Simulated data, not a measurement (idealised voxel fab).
Process module, titled voxel capacitor over wiring
Square cells of 5 nm make up the cross-section cut, whose width is 265 nm.
Think of the cross-section as a grid of square cells. We describe it in bands, top to bottom, and each band covers one or more rows of those cells. Per band: top height and bottom height in nm, followed by the left-to-right materials and their widths in nm; "full width" marks a single material spanning edge to edge, "empty" marks empty space. Height reference: 0 = level under which incoming wafer is all one material. Lowest band: no bottom, runs on downward, e.g. "0 -> down". When a width is written as two numbers, as in "30->40", the first number is the width in the top row of cells of the band and the second is the width in its bottom row, and the width changes by the same amount from each row to the next. "no alterations made" after a step means that no cell of the cross-section changed. Closed-off voids of 8+ cells (no open route to the top) go in "Closed void entries", written width x height at distance from the left edge, in nm. On a step's line, text after the settings is the simulator commenting on that step. A step line may carry the setting "overlay nm", which, for steps involving a mask, states the distance by which the mask lay to the right of its intended position; negative values denote displacement to the left.

## Process steps - plan
1,RECEIVE,material Si
2,CONFORMAL_DEP,material SiO2,thk nm 10
3,DIRECTIONAL_DEP,material TiN,thk nm 5
4,DIRECTIONAL_DEP,material Ru,thk nm 15
5,MASKED_ETCH,tone cover,mask id METAL_1,width nm 20,pitch nm 70,etch materials Ru,depth nm 15,overlay nm 0
6,MASKED_ETCH,tone cover,mask id METAL_1,width nm 20,pitch nm 70,etch materials TiN,depth nm 5,overlay nm 0
7,CONFORMAL_DEP,material SiCN,thk nm 5
8,FILL_DEP,material lowk,thk nm 10
9,CMP,height nm 30
10,CONFORMAL_DEP,material SiCN,thk nm 5
11,DIRECTIONAL_DEP,material lowk,thk nm 20
12,PATTERN,tone open,mask id PLUG_1,material resist,width nm 15,thk nm 15,overlay nm 0
13,DIRECTIONAL_ETCH,etch materials lowk,depth nm 20
14,DIRECTIONAL_ETCH,etch materials SiCN,depth nm 5
15,STRIP,etch materials resist
16,CONFORMAL_DEP,material TiN,thk nm 5
17,FILL_DEP,material Cu,thk nm 10
18,CMP,height nm 55
19,DIRECTIONAL_DEP,material TiN,thk nm 5
20,DIRECTIONAL_DEP,material HfO2,thk nm 5
21,DIRECTIONAL_DEP,material TiN,thk nm 5
22,PATTERN,tone cover,mask id UPPER_PLATE,material resist,width nm 55,thk nm 20,overlay nm 0
23,DIRECTIONAL_ETCH,etch materials TiN,depth nm 5
24,DIRECTIONAL_ETCH,etch materials HfO2,depth nm 5
25,STRIP,etch materials resist
26,MASKED_ETCH,tone cover,mask id LOWER_PLATE,width nm 65,etch materials TiN,depth nm 5,overlay nm 0
27,FILL_DEP,material SiO2,thk nm 15
28,CMP,height nm 80
29,PATTERN,tone open,mask id PLUG_2,material resist,width nm 15,thk nm 20,overlay nm 0
30,DIRECTIONAL_ETCH,etch materials SiO2,depth nm 10
31,STRIP,etch materials resist
32,CONFORMAL_DEP,material TiN,thk nm 5
33,FILL_DEP,material Cu,thk nm 10
34,CMP,height nm 80
35,CONFORMAL_DEP,material SiN,thk nm 5

## Here's what the wafer looked like in cross-section when it arrived - that's after step 1
	0 -> down | Si full width
	Closed void entries: none

## Below is the wafer in cross-section after the module was completed. It began from the starting point shown above and followed the plan shown above, except that one mistake was made while running it
	85 -> 80 | SiN full width
	80 -> 75 | SiO2 (100)  TiN (5)  Cu (5)  TiN (5)  SiO2 (150)
	75 -> 65 | SiO2 (100->90)  TiN (15->55)  SiO2 (150->120)
	65 -> 60 | SiCN full width
	60 -> 55 | TiN full width
	55 -> 35 | lowk (90)  TiN (5)  Cu (5)  TiN (5)  lowk (160)
	35 -> 30 | SiCN (90)  TiN (15)  SiCN (160)
	30 -> 15 | lowk (80)  SiCN (5)  Ru (20)  SiCN (5)  lowk (40)  SiCN (5)  Ru (20)  SiCN (5)  lowk (85)
	15 -> 10 | SiCN (85)  TiN (20)  SiCN (50)  TiN (20)  SiCN (90)
	10 -> 0 | SiO2 full width
	0 -> down | Si full width
	Closed void entries: none
Deviation noted in wafer processing: step 20 off recipe, ran as DIRECTIONAL_DEP,material SiCN,thk nm 5
